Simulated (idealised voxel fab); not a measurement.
The name of this process module is voxel gate over fins.
Square cell edge 5 nm, section width 280 nm, ID cut.
Square cells in a grid make up a cross-section in this document, and the grid is given as bands, listed from the top down, each one or more rows of cells. Quick guide to a band line: top height, bottom height (nm) up front; then every material left to right with its width in nm. Only one material and it's marked "all across"? Then it fills the band edge to edge. And "empty" just means empty space. Convention: height 0 is the level below which the wafer, as received, is all one material. The lowest band does not terminate at the bottom but continues downward, represented as "0 and below". You'd read "30->40" like this: the band's top row of cells is as wide as the first number, its bottom row is as wide as the second, and going down, every row changes width by the same amount as the row before did. It should be understood that the words "identical to before", when stated for a given step, signify that the cross-section underwent no change in any of its cells during that step. If an empty space has no open way to the top and is at least 8 cells in size, "Enclosed cavity list" lists it, written width x height at distance, where distance is measured from the left edge and every value is in nm. On a step's line, text after the settings is the simulator commenting on that step. The "overlay nm" setting may appear on a step's line; for a step that uses a mask, it gives how far to the right of its planned position the mask lay, and a negative value indicates the left.

Intended process steps
1) op RECEIVE | material Si
2) op CONFORMAL_DEP | material SiN | thk nm 10
3) op PATTERN | tone cover | mask id FINS | material resist | width nm 15 | pitch nm 45 | thk nm 20 | overlay nm 0
4) op DIRECTIONAL_ETCH | etch materials SiN | depth nm 10
5) op DIRECTIONAL_ETCH | etch materials Si | depth nm 35
6) op STRIP | etch materials resist
7) op OXIDIZE | depth nm 5
8) op FILL_DEP | material SiO2 | thk nm 10
9) op CMP | height nm 10
10) op SELECTIVE_ETCH | etch materials SiO2 | depth nm 20
11) op STRIP | etch materials SiN
12) op CONFORMAL_DEP | material HfO2 | thk nm 5
13) op CONFORMAL_DEP | material TiN | thk nm 5
14) op CONFORMAL_DEP | material TiAl | thk nm 5
15) op CONFORMAL_DEP | material TiN | thk nm 5
16) op FILL_DEP | material W | thk nm 10
17) op CMP | height nm 25
18) op CONFORMAL_DEP | material SiN | thk nm 10

Shown in cross-section is the wafer as received, that is, as it stands after step 1
0 and below = Si all across
Enclosed cavity list: none

End-of-module cross-section. Starting structure and process plan as above; one mistake made in running it
35 down to 25 = SiN all across
25 down to 20 = W all across
20 down to 15 = 95 of W, then 90 of TiN, then 95 of W
15 down to 10 = 95 of W, then 5 of TiN, then 35 of TiAl, then 10 of TiN, then 35 of TiAl, then 5 of TiN, then 95 of W
10 down to 5 = 95 of W, then 5 of TiN, then 5 of TiAl, then 25 of TiN, then 5 of TiAl, then 10 of TiN, then 5 of TiAl, then 25 of TiN, then 5 of TiAl, then 5 of TiN, then 95 of W
5 down to 0 = 95 of W, then 5 of TiN, then 5 of TiAl, then 5 of TiN, then 15 of HfO2, then 5 of TiN, then 5 of TiAl, then 10 of TiN, then 5 of TiAl, then 5 of TiN, then 15 of HfO2, then 5 of TiN, then 5 of TiAl, then 5 of TiN, then 95 of W
0 down to -10 = 95 of W, then 5 of TiN, then 5 of TiAl, then 5 of TiN, then 5 of HfO2, then 5 of Si, then 5 of HfO2, then 5 of TiN, then 5 of TiAl, then 10 of TiN, then 5 of TiAl, then 5 of TiN, then 5 of HfO2, then 5 of Si, then 5 of HfO2, then 5 of TiN, then 5 of TiAl, then 5 of TiN, then 95 of W
-10 down to -15 = 100 of TiN, then 5 of TiAl, then 5 of TiN, then 5 of HfO2, then 5 of Si, then 5 of HfO2, then 5 of TiN, then 5 of TiAl, then 10 of TiN, then 5 of TiAl, then 5 of TiN, then 5 of HfO2, then 5 of Si, then 5 of HfO2, then 5 of TiN, then 5 of TiAl, then 100 of TiN
-15 down to -20 = 105 of TiAl, then 5 of TiN, then 5 of HfO2, then 5 of Si, then 5 of HfO2, then 5 of TiN, then 20 of TiAl, then 5 of TiN, then 5 of HfO2, then 5 of Si, then 5 of HfO2, then 5 of TiN, then 105 of TiAl
-20 down to -25 = 110 of TiN, then 5 of HfO2, then 5 of Si, then 5 of HfO2, then 30 of TiN, then 5 of HfO2, then 5 of Si, then 5 of HfO2, then 110 of TiN
-25 down to -30 = 115 of HfO2, then 5 of Si, then 40 of HfO2, then 5 of Si, then 115 of HfO2
-30 down to -40 = 115 of SiO2, then 5 of Si, then 40 of SiO2, then 5 of Si, then 115 of SiO2
-40 and below = Si all across
Enclosed cavity list: none
Here's what went sideways: it should be noted that step 10 of the plan was executed twice
